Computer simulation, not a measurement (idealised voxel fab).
Title: Process Module voxel ribs on slabs
The cross-section shown here is cut; it is 180 nm wide and divided into square cells measuring 5 nm on a side.
Reading order for cross-sections: top band down to bottom band. Underlying form: a grid of square cells. Band size: one or more rows of cells.
This entry defines a band. It first specifies the height of the band's top and the height of its bottom in nm, and then specifies the band's materials from left to right, stating each material with its width in nm. The word "everywhere" identifies a single material that fills the band from edge to edge, while the word "air" identifies empty space.
Heights are expressed relative to 0, this being the level below which the as-received wafer comprises one material exclusively. The lowest band is unbounded in the downward direction and is denoted as in "from 0 down".
A width given as "30->40" starts at the first number in the band's top row and ends at the second number in its bottom row, shifting by an equal amount at every step from row to row.
The cross-section has no changed cell in any step marked "remains unaltered".
Under "Enclosed void entries" you'll find the enclosed gaps, the ones with no way out to the top, that are 8 cells or bigger; each reads width x height at distance, with distance counted from the left edge, everything in nm.
On a step's line, text after the settings is the simulator commenting on that step.
overlay nm: where the mask lay relative to plan, measured to the right, on steps with a mask; negatives go left.
-- The following list gives the planned process steps
1) op RECEIVE | material Si
2) op DIRECTIONAL_DEP | material SiO2 | thk nm 30
3) op DIRECTIONAL_DEP | material SiN | thk nm 25
4) op DIRECTIONAL_DEP | material aC | thk nm 15
5) op PATTERN | tone cover | mask id RIB | material resist | width nm 25 | thk nm 35 | overlay nm -15
6) op DIRECTIONAL_ETCH | etch materials aC | depth nm 15
7) op STRIP | etch materials resist
8) op DIRECTIONAL_ETCH | etch materials SiN | depth nm 5
9) op STRIP | etch materials aC
10) op PATTERN | tone cover | mask id SLAB | material resist | width nm 65 | thk nm 15 | overlay nm 0
11) op DIRECTIONAL_ETCH | etch materials SiN | depth nm 20
12) op STRIP | etch materials resist
13) op FILL_DEP | material SiO2 | thk nm 25
14) op CMP | height nm 75
15) op DIRECTIONAL_DEP | material TiN | thk nm 10
16) op MASKED_ETCH | tone cover | mask id HEATER | width nm 35 | etch materials TiN | depth nm 10 | overlay nm 0
17) op CONFORMAL_DEP | material SiN | thk nm 10
Quick note for whoever runs this: the wafers start identical, but the overlay nm at step 5 isn't the same across them. The plan just shows what the first wafer had.
-- The first of several wafers in cross-section, exactly as it reached us after step 1
* from 0 down: Si everywhere
* Enclosed void entries: none
-- The first of several wafers, seen in cross-section after the module's last step, step 17
* from 95 to 85: 60 nm air | 55 nm SiN | 65 nm air
* from 85 to 75: 70 nm SiN | 35 nm TiN | 75 nm SiN
* from 75 to 55: SiO2 everywhere
* from 55 to 50: 60 nm SiO2 | 25 nm SiN | 95 nm SiO2
* from 50 to 30: 55 nm SiO2 | 65 nm SiN | 60 nm SiO2
* from 30 to 0: SiO2 everywhere
* from 0 down: Si everywhere
* Enclosed void entries: none
-- Cross-sectional view, end of module, last wafer of several
* from 95 to 85: 60 nm air | 55 nm SiN | 65 nm air
* from 85 to 75: 70 nm SiN | 35 nm TiN | 75 nm SiN
* from 75 to 55: SiO2 everywhere
* from 55 to 50: 90 nm SiO2 | 25 nm SiN | 65 nm SiO2
* from 50 to 30: 55 nm SiO2 | 65 nm SiN | 60 nm SiO2
* from 30 to 0: SiO2 everywhere
* from 0 down: Si everywhere
* Enclosed void entries: none
-- What follows is a table in which each wafer occupies a row; for the wafer as it stands at the close of the module, the row states, material by material, how many cells have been gained (+) or lost (-) since receipt, and then gives its closed voids
overlay nm -15; +137 SiN; +483 SiO2; +14 TiN; Enclosed void entries: none
overlay nm -10; +137 SiN; +483 SiO2; +14 TiN; Enclosed void entries: none
overlay nm -5; +137 SiN; +483 SiO2; +14 TiN; Enclosed void entries: none
overlay nm 0; +137 SiN; +483 SiO2; +14 TiN; Enclosed void entries: none
overlay nm 5; +137 SiN; +483 SiO2; +14 TiN; Enclosed void entries: none
overlay nm 10; +137 SiN; +483 SiO2; +14 TiN; Enclosed void entries: none
overlay nm 15; +137 SiN; +483 SiO2; +14 TiN; Enclosed void entries: none
